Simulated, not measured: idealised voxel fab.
process module | voxel transistor to metal
cross-section cut | 155 nm wide | cells 5 nm
A cross-section is a grid of square cells, given in bands from the top down. A band is one or more rows of cells.
Each band's line starts with the height of the band's top and of its bottom, in nm. Then come its materials from left to right, each with its width in nm. One material with "throughout" fills the band from edge to edge. "air" is empty space.
Height 0 is the level under which the wafer as received is all one material. The lowest band goes on downwards, as in "0 down".
A width such as "30 to 40" changes by the same amount from each row of cells to the next, from the band's top row to its bottom row.
"no change" after a step means that no cell of the cross-section changed.
closed voids: empty space of 8 cells or more with no open way to the top, each as width x height at its distance from the left edge, in nm
after a step's settings: what the simulator itself notes on the step
overlay nm, on a step with a mask: how far to the right of its planned place the mask lay; to the left if negative
plan
1 op RECEIVE | material Si
2 op OXIDIZE | depth nm 5
3 op CONFORMAL_DEP | material SiN | thk nm 10
4 op MASKED_ETCH | tone cover | mask id ACTIVE | width nm 120 | etch materials SiN | depth nm 10 | overlay nm 0
5 op MASKED_ETCH | tone cover | mask id ACTIVE | width nm 120 | etch materials SiO2 | depth nm 5 | overlay nm 0
6 op MASKED_ETCH | tone cover | mask id ACTIVE | width nm 120 | etch materials Si | depth nm 20 | overlay nm 0
7 op FILL_DEP | material SiO2 | thk nm 15
8 op CMP | height nm 10
9 op SELECTIVE_ETCH | etch materials SiO2 | depth nm 10
10 op STRIP | etch materials SiN
11 op SELECTIVE_ETCH | etch materials SiO2 | depth nm 5
12 op OXIDIZE | depth nm 5
13 op DIRECTIONAL_DEP | material polySi | thk nm 20
14 op DIRECTIONAL_DEP | material SiCN | thk nm 10
15 op MASKED_ETCH | tone cover | mask id GATE | width nm 30 | etch materials SiCN | depth nm 20 | overlay nm 0
16 op MASKED_ETCH | tone cover | mask id GATE | width nm 30 | etch materials polySi | depth nm 30 | overlay nm 0
17 op CONFORMAL_DEP | material SiN | thk nm 10
18 op DIRECTIONAL_ETCH | etch materials SiN | depth nm 10
19 op DIRECTIONAL_ETCH | etch materials SiO2 | depth nm 5
20 op EPI | material pSi | thk nm 5
21 op FILL_DEP | material SiO2 | thk nm 5
22 op CMP | height nm 15
23 op STRIP | etch materials polySi
24 op SELECTIVE_ETCH | etch materials SiO2 | depth nm 5
25 op CONFORMAL_DEP | material HfO2 | thk nm 5
26 op CONFORMAL_DEP | material TiN | thk nm 5
27 op FILL_DEP | material W | thk nm 10
28 op CMP | height nm 10
29 op DIRECTIONAL_DEP | material SiO2 | thk nm 15
30 op PATTERN | tone open | mask id CONTACT | material resist | width nm 20 | pitch nm 80 | thk nm 15 | overlay nm 0
31 op DIRECTIONAL_ETCH | etch materials SiO2 | depth nm 30
32 op STRIP | etch materials resist
33 op CONFORMAL_DEP | material TiN | thk nm 5
34 op FILL_DEP | material W | thk nm 5
35 op CMP | height nm 25
36 op DIRECTIONAL_DEP | material TiN | thk nm 5
37 op DIRECTIONAL_DEP | material Ru | thk nm 20
38 op PATTERN | tone cover | mask id METAL_1 | material resist | width nm 20 | pitch nm 80 | thk nm 15 | overlay nm 0
39 op DIRECTIONAL_ETCH | etch materials Ru | depth nm 20
40 op DIRECTIONAL_ETCH | etch materials TiN | depth nm 5
41 op STRIP | etch materials resist
42 op FILL_DEP | material lowk | thk nm 5
43 op CMP | height nm 50
44 op CONFORMAL_DEP | material SiCN | thk nm 5
first wafer, as planned
as received, after step 1
  0 down: Si throughout
  closed voids: none
after step 2
  0 to -5: SiO2 throughout
  below -5: unchanged
after step 3
  10 to 0: SiN throughout
  below 0: unchanged
after step 4
  10 to 0: air 15 | SiN 120 | air 20
  below 0: unchanged
after step 5
  10 to 0: air 15 | SiN 120 | air 20
  0 to -5: air 15 | SiO2 120 | air 20
  below -5: unchanged
after step 6
  10 to 0: air 15 | SiN 120 | air 20
  0 to -5: air 15 | SiO2 120 | air 20
  -5 to -25: air 15 | Si 120 | air 20
  below -25: unchanged
after step 7
  25 to 10: SiO2 throughout
  10 to 0: SiO2 15 | SiN 120 | SiO2 20
  0 to -5: SiO2 throughout
  -5 to -25: SiO2 15 | Si 120 | SiO2 20
  below -25: unchanged
after step 8
  10 to 0: SiO2 15 | SiN 120 | SiO2 20
  below 0: unchanged
after step 9
  10 to 0: air 15 | SiN 120 | air 20
  below 0: unchanged
after step 10
  0 to -5: SiO2 throughout
  below -5: unchanged
after step 11
  -5 to -25: SiO2 15 | Si 120 | SiO2 20
  below -25: unchanged
after step 12
  -5 to -10: SiO2 throughout
  below -10: unchanged
after step 13
  15 to -5: polySi throughout
  below -5: unchanged
after step 14
  25 to 15: SiCN throughout
  below 15: unchanged
after step 15
  25 to 15: air 60 | SiCN 30 | air 65
  below 15: unchanged
after step 16
  25 to 15: air 60 | SiCN 30 | air 65
  15 to -5: air 60 | polySi 30 | air 65
  below -5: unchanged
after step 17
  35 to 25: air 50 | SiN 50 | air 55
  25 to 15: air 50 | SiN 10 | SiCN 30 | SiN 10 | air 55
  15 to 5: air 50 | SiN 10 | polySi 30 | SiN 10 | air 55
  5 to -5: SiN 60 | polySi 30 | SiN 65
  below -5: unchanged
after step 18
  25 to 15: air 50 | SiN 10 | SiCN 30 | SiN 10 | air 55
  15 to -5: air 50 | SiN 10 | polySi 30 | SiN 10 | air 55
  below -5: unchanged
after step 19
  25 to 15: air 50 | SiN 10 | SiCN 30 | SiN 10 | air 55
  15 to -5: air 50 | SiN 10 | polySi 30 | SiN 10 | air 55
  -5 to -10: air 50 | SiO2 50 | air 55
  below -10: unchanged
after step 20
  25 to 15: air 50 | SiN 10 | SiCN 30 | SiN 10 | air 55
  15 to -5: air 50 | SiN 10 | polySi 30 | SiN 10 | air 55
  -5 to -10: air 10 | pSi 40 | SiO2 50 | pSi 40 | air 15
  below -10: unchanged
after step 21
  30 to 25: SiO2 throughout
  25 to 15: SiO2 50 | SiN 10 | SiCN 30 | SiN 10 | SiO2 55
  15 to -5: SiO2 50 | SiN 10 | polySi 30 | SiN 10 | SiO2 55
  -5 to -10: SiO2 10 | pSi 40 | SiO2 50 | pSi 40 | SiO2 15
  below -10: unchanged
after step 22
  15 to -5: SiO2 50 | SiN 10 | polySi 30 | SiN 10 | SiO2 55
  below -5: unchanged
after step 23
  15 to -5: SiO2 50 | SiN 10 | air 30 | SiN 10 | SiO2 55
  below -5: unchanged
after step 24
  15 to 10: air 50 | SiN 10 | air 30 | SiN 10 | air 55
  10 to -5: SiO2 50 | SiN 10 | air 30 | SiN 10 | SiO2 55
  -5 to -10: SiO2 10 | pSi 40 | SiO2 5 | air 40 | SiO2 5 | pSi 40 | SiO2 15
  below -10: unchanged
after step 25
  20 to 15: air 45 | HfO2 20 | air 20 | HfO2 20 | air 50
  15 to 10: HfO2 50 | SiN 10 | HfO2 5 | air 20 | HfO2 5 | SiN 10 | HfO2 55
  10 to -5: SiO2 50 | SiN 10 | HfO2 5 | air 20 | HfO2 5 | SiN 10 | SiO2 55
  -5 to -10: SiO2 10 | pSi 40 | SiO2 5 | HfO2 40 | SiO2 5 | pSi 40 | SiO2 15
  below -10: unchanged
after step 26
  25 to 20: air 40 | TiN 30 | air 10 | TiN 30 | air 45
  20 to 15: TiN 45 | HfO2 20 | TiN 5 | air 10 | TiN 5 | HfO2 20 | TiN 50
  15 to 10: HfO2 50 | SiN 10 | HfO2 5 | TiN 5 | air 10 | TiN 5 | HfO2 5 | SiN 10 | HfO2 55
  10 to 0: SiO2 50 | SiN 10 | HfO2 5 | TiN 5 | air 10 | TiN 5 | HfO2 5 | SiN 10 | SiO2 55
  0 to -5: SiO2 50 | SiN 10 | HfO2 5 | TiN 20 | HfO2 5 | SiN 10 | SiO2 55
  below -5: unchanged
after step 27
  35 to 25: W throughout
  25 to 20: W 40 | TiN 30 | W 10 | TiN 30 | W 45
  20 to 15: TiN 45 | HfO2 20 | TiN 5 | W 10 | TiN 5 | HfO2 20 | TiN 50
  15 to 10: HfO2 50 | SiN 10 | HfO2 5 | TiN 5 | W 10 | TiN 5 | HfO2 5 | SiN 10 | HfO2 55
  10 to 0: SiO2 50 | SiN 10 | HfO2 5 | TiN 5 | W 10 | TiN 5 | HfO2 5 | SiN 10 | SiO2 55
  below 0: unchanged
after step 28
  10 to 0: SiO2 50 | SiN 10 | HfO2 5 | TiN 5 | W 10 | TiN 5 | HfO2 5 | SiN 10 | SiO2 55
  below 0: unchanged
after step 29
  25 to 10: SiO2 throughout
  below 10: unchanged
after step 30
  40 to 25: resist 25 | air 20 | resist 60 | air 20 | resist 30
  below 25: unchanged
after step 31
  40 to 25: resist 25 | air 20 | resist 60 | air 20 | resist 30
  25 to 10: SiO2 25 | air 20 | SiO2 60 | air 20 | SiO2 30
  10 to 0: SiO2 25 | air 20 | SiO2 5 | SiN 10 | HfO2 5 | TiN 5 | W 10 | TiN 5 | HfO2 5 | SiN 10 | SiO2 5 | air 20 | SiO2 30
  0 to -5: SiO2 25 | air 20 | SiO2 5 | SiN 10 | HfO2 5 | TiN 20 | HfO2 5 | SiN 10 | SiO2 5 | air 20 | SiO2 30
  below -5: unchanged
after step 32
  25 to 10: SiO2 25 | air 20 | SiO2 60 | air 20 | SiO2 30
  below 10: unchanged
after step 33
  30 to 25: TiN 30 | air 10 | TiN 70 | air 10 | TiN 35
  25 to 10: SiO2 25 | TiN 5 | air 10 | TiN 5 | SiO2 60 | TiN 5 | air 10 | TiN 5 | SiO2 30
  10 to 0: SiO2 25 | TiN 5 | air 10 | TiN 5 | SiO2 5 | SiN 10 | HfO2 5 | TiN 5 | W 10 | TiN 5 | HfO2 5 | SiN 10 | SiO2 5 | TiN 5 | air 10 | TiN 5 | SiO2 30
  0 to -5: SiO2 25 | TiN 20 | SiO2 5 | SiN 10 | HfO2 5 | TiN 20 | HfO2 5 | SiN 10 | SiO2 5 | TiN 20 | SiO2 30
  below -5: unchanged
after step 34
  35 to 30: W throughout
  30 to 25: TiN 30 | W 10 | TiN 70 | W 10 | TiN 35
  25 to 10: SiO2 25 | TiN 5 | W 10 | TiN 5 | SiO2 60 | TiN 5 | W 10 | TiN 5 | SiO2 30
  10 to 0: SiO2 25 | TiN 5 | W 10 | TiN 5 | SiO2 5 | SiN 10 | HfO2 5 | TiN 5 | W 10 | TiN 5 | HfO2 5 | SiN 10 | SiO2 5 | TiN 5 | W 10 | TiN 5 | SiO2 30
  below 0: unchanged
after step 35
  25 to 10: SiO2 25 | TiN 5 | W 10 | TiN 5 | SiO2 60 | TiN 5 | W 10 | TiN 5 | SiO2 30
  below 10: unchanged
after step 36
  30 to 25: TiN throughout
  below 25: unchanged
after step 37
  50 to 30: Ru throughout
  below 30: unchanged
after step 38
  65 to 50: air 25 | resist 20 | air 60 | resist 20 | air 30
  below 50: unchanged
after step 39
  65 to 50: air 25 | resist 20 | air 60 | resist 20 | air 30
  50 to 30: air 25 | Ru 20 | air 60 | Ru 20 | air 30
  below 30: unchanged
after step 40
  65 to 50: air 25 | resist 20 | air 60 | resist 20 | air 30
  50 to 30: air 25 | Ru 20 | air 60 | Ru 20 | air 30
  30 to 25: air 25 | TiN 20 | air 60 | TiN 20 | air 30
  below 25: unchanged
after step 41
  50 to 30: air 25 | Ru 20 | air 60 | Ru 20 | air 30
  below 30: unchanged
after step 42
  55 to 50: lowk throughout
  50 to 30: lowk 25 | Ru 20 | lowk 60 | Ru 20 | lowk 30
  30 to 25: lowk 25 | TiN 20 | lowk 60 | TiN 20 | lowk 30
  below 25: unchanged
after step 43
  50 to 30: lowk 25 | Ru 20 | lowk 60 | Ru 20 | lowk 30
  below 30: unchanged
after step 44
  55 to 50: SiCN throughout
  below 50: unchanged
second wafer: like start, like plan, one mistake. Through step 5 it matches the first wafer
when step 6 should have ended
  10 to 0: air 15 | SiN 120 | air 20
  0 to -5: air 15 | SiO2 120 | air 20
  -5 to -45: air 15 | Si 120 | air 20
  below -45: unchanged
when step 7 should have ended
  25 to 10: SiO2 throughout
  10 to 0: SiO2 15 | SiN 120 | SiO2 20
  0 to -5: SiO2 throughout
  -5 to -45: SiO2 15 | Si 120 | SiO2 20
  below -45: unchanged
when step 8 should have ended
  10 to 0: SiO2 15 | SiN 120 | SiO2 20
  below 0: unchanged
when step 9 should have ended
  10 to 0: air 15 | SiN 120 | air 20
  below 0: unchanged
when step 10 should have ended
  0 to -5: SiO2 throughout
  below -5: unchanged
when step 11 should have ended
  -5 to -45: SiO2 15 | Si 120 | SiO2 20
  below -45: unchanged
when step 12 should have ended
  -5 to -10: SiO2 throughout
  below -10: unchanged
when step 13 should have ended
  15 to -5: polySi throughout
  below -5: unchanged
when step 14 should have ended
  25 to 15: SiCN throughout
  below 15: unchanged
when step 15 should have ended
  25 to 15: air 60 | SiCN 30 | air 65
  below 15: unchanged
when step 16 should have ended
  25 to 15: air 60 | SiCN 30 | air 65
  15 to -5: air 60 | polySi 30 | air 65
  below -5: unchanged
when step 17 should have ended
  35 to 25: air 50 | SiN 50 | air 55
  25 to 15: air 50 | SiN 10 | SiCN 30 | SiN 10 | air 55
  15 to 5: air 50 | SiN 10 | polySi 30 | SiN 10 | air 55
  5 to -5: SiN 60 | polySi 30 | SiN 65
  below -5: unchanged
when step 18 should have ended
  25 to 15: air 50 | SiN 10 | SiCN 30 | SiN 10 | air 55
  15 to -5: air 50 | SiN 10 | polySi 30 | SiN 10 | air 55
  below -5: unchanged
when step 19 should have ended
  25 to 15: air 50 | SiN 10 | SiCN 30 | SiN 10 | air 55
  15 to -5: air 50 | SiN 10 | polySi 30 | SiN 10 | air 55
  -5 to -10: air 50 | SiO2 50 | air 55
  below -10: unchanged
when step 20 should have ended
  25 to 15: air 50 | SiN 10 | SiCN 30 | SiN 10 | air 55
  15 to -5: air 50 | SiN 10 | polySi 30 | SiN 10 | air 55
  -5 to -10: air 10 | pSi 40 | SiO2 50 | pSi 40 | air 15
  below -10: unchanged
when step 21 should have ended
  30 to 25: SiO2 throughout
  25 to 15: SiO2 50 | SiN 10 | SiCN 30 | SiN 10 | SiO2 55
  15 to -5: SiO2 50 | SiN 10 | polySi 30 | SiN 10 | SiO2 55
  -5 to -10: SiO2 10 | pSi 40 | SiO2 50 | pSi 40 | SiO2 15
  below -10: unchanged
when step 22 should have ended
  15 to -5: SiO2 50 | SiN 10 | polySi 30 | SiN 10 | SiO2 55
  below -5: unchanged
when step 23 should have ended
  15 to -5: SiO2 50 | SiN 10 | air 30 | SiN 10 | SiO2 55
  below -5: unchanged
when step 24 should have ended
  15 to 10: air 50 | SiN 10 | air 30 | SiN 10 | air 55
  10 to -5: SiO2 50 | SiN 10 | air 30 | SiN 10 | SiO2 55
  -5 to -10: SiO2 10 | pSi 40 | SiO2 5 | air 40 | SiO2 5 | pSi 40 | SiO2 15
  below -10: unchanged
when step 25 should have ended
  20 to 15: air 45 | HfO2 20 | air 20 | HfO2 20 | air 50
  15 to 10: HfO2 50 | SiN 10 | HfO2 5 | air 20 | HfO2 5 | SiN 10 | HfO2 55
  10 to -5: SiO2 50 | SiN 10 | HfO2 5 | air 20 | HfO2 5 | SiN 10 | SiO2 55
  -5 to -10: SiO2 10 | pSi 40 | SiO2 5 | HfO2 40 | SiO2 5 | pSi 40 | SiO2 15
  below -10: unchanged
when step 26 should have ended
  25 to 20: air 40 | TiN 30 | air 10 | TiN 30 | air 45
  20 to 15: TiN 45 | HfO2 20 | TiN 5 | air 10 | TiN 5 | HfO2 20 | TiN 50
  15 to 10: HfO2 50 | SiN 10 | HfO2 5 | TiN 5 | air 10 | TiN 5 | HfO2 5 | SiN 10 | HfO2 55
  10 to 0: SiO2 50 | SiN 10 | HfO2 5 | TiN 5 | air 10 | TiN 5 | HfO2 5 | SiN 10 | SiO2 55
  0 to -5: SiO2 50 | SiN 10 | HfO2 5 | TiN 20 | HfO2 5 | SiN 10 | SiO2 55
  below -5: unchanged
when step 27 should have ended
  35 to 25: W throughout
  25 to 20: W 40 | TiN 30 | W 10 | TiN 30 | W 45
  20 to 15: TiN 45 | HfO2 20 | TiN 5 | W 10 | TiN 5 | HfO2 20 | TiN 50
  15 to 10: HfO2 50 | SiN 10 | HfO2 5 | TiN 5 | W 10 | TiN 5 | HfO2 5 | SiN 10 | HfO2 55
  10 to 0: SiO2 50 | SiN 10 | HfO2 5 | TiN 5 | W 10 | TiN 5 | HfO2 5 | SiN 10 | SiO2 55
  below 0: unchanged
when step 28 should have ended
  10 to 0: SiO2 50 | SiN 10 | HfO2 5 | TiN 5 | W 10 | TiN 5 | HfO2 5 | SiN 10 | SiO2 55
  below 0: unchanged
when step 29 should have ended
  25 to 10: SiO2 throughout
  below 10: unchanged
when step 30 should have ended
  40 to 25: resist 25 | air 20 | resist 60 | air 20 | resist 30
  below 25: unchanged
when step 31 should have ended
  40 to 25: resist 25 | air 20 | resist 60 | air 20 | resist 30
  25 to 10: SiO2 25 | air 20 | SiO2 60 | air 20 | SiO2 30
  10 to 0: SiO2 25 | air 20 | SiO2 5 | SiN 10 | HfO2 5 | TiN 5 | W 10 | TiN 5 | HfO2 5 | SiN 10 | SiO2 5 | air 20 | SiO2 30
  0 to -5: SiO2 25 | air 20 | SiO2 5 | SiN 10 | HfO2 5 | TiN 20 | HfO2 5 | SiN 10 | SiO2 5 | air 20 | SiO2 30
  below -5: unchanged
when step 32 should have ended
  25 to 10: SiO2 25 | air 20 | SiO2 60 | air 20 | SiO2 30
  below 10: unchanged
when step 33 should have ended
  30 to 25: TiN 30 | air 10 | TiN 70 | air 10 | TiN 35
  25 to 10: SiO2 25 | TiN 5 | air 10 | TiN 5 | SiO2 60 | TiN 5 | air 10 | TiN 5 | SiO2 30
  10 to 0: SiO2 25 | TiN 5 | air 10 | TiN 5 | SiO2 5 | SiN 10 | HfO2 5 | TiN 5 | W 10 | TiN 5 | HfO2 5 | SiN 10 | SiO2 5 | TiN 5 | air 10 | TiN 5 | SiO2 30
  0 to -5: SiO2 25 | TiN 20 | SiO2 5 | SiN 10 | HfO2 5 | TiN 20 | HfO2 5 | SiN 10 | SiO2 5 | TiN 20 | SiO2 30
  below -5: unchanged
when step 34 should have ended
  35 to 30: W throughout
  30 to 25: TiN 30 | W 10 | TiN 70 | W 10 | TiN 35
  25 to 10: SiO2 25 | TiN 5 | W 10 | TiN 5 | SiO2 60 | TiN 5 | W 10 | TiN 5 | SiO2 30
  10 to 0: SiO2 25 | TiN 5 | W 10 | TiN 5 | SiO2 5 | SiN 10 | HfO2 5 | TiN 5 | W 10 | TiN 5 | HfO2 5 | SiN 10 | SiO2 5 | TiN 5 | W 10 | TiN 5 | SiO2 30
  below 0: unchanged
when step 35 should have ended
  25 to 10: SiO2 25 | TiN 5 | W 10 | TiN 5 | SiO2 60 | TiN 5 | W 10 | TiN 5 | SiO2 30
  below 10: unchanged
when step 36 should have ended
  30 to 25: TiN throughout
  below 25: unchanged
when step 37 should have ended
  50 to 30: Ru throughout
  below 30: unchanged
when step 38 should have ended
  65 to 50: air 25 | resist 20 | air 60 | resist 20 | air 30
  below 50: unchanged
when step 39 should have ended
  65 to 50: air 25 | resist 20 | air 60 | resist 20 | air 30
  50 to 30: air 25 | Ru 20 | air 60 | Ru 20 | air 30
  below 30: unchanged
when step 40 should have ended
  65 to 50: air 25 | resist 20 | air 60 | resist 20 | air 30
  50 to 30: air 25 | Ru 20 | air 60 | Ru 20 | air 30
  30 to 25: air 25 | TiN 20 | air 60 | TiN 20 | air 30
  below 25: unchanged
when step 41 should have ended
  50 to 30: air 25 | Ru 20 | air 60 | Ru 20 | air 30
  below 30: unchanged
when step 42 should have ended
  55 to 50: lowk throughout
  50 to 30: lowk 25 | Ru 20 | lowk 60 | Ru 20 | lowk 30
  30 to 25: lowk 25 | TiN 20 | lowk 60 | TiN 20 | lowk 30
  below 25: unchanged
when step 43 should have ended
  50 to 30: lowk 25 | Ru 20 | lowk 60 | Ru 20 | lowk 30
  below 30: unchanged
when step 44 should have ended
  55 to 50: SiCN throughout
  below 50: unchanged
what went wrong: step 6 was run twice
at the end the second wafer has, in cells: 28 fewer of Si | 28 more of SiO2
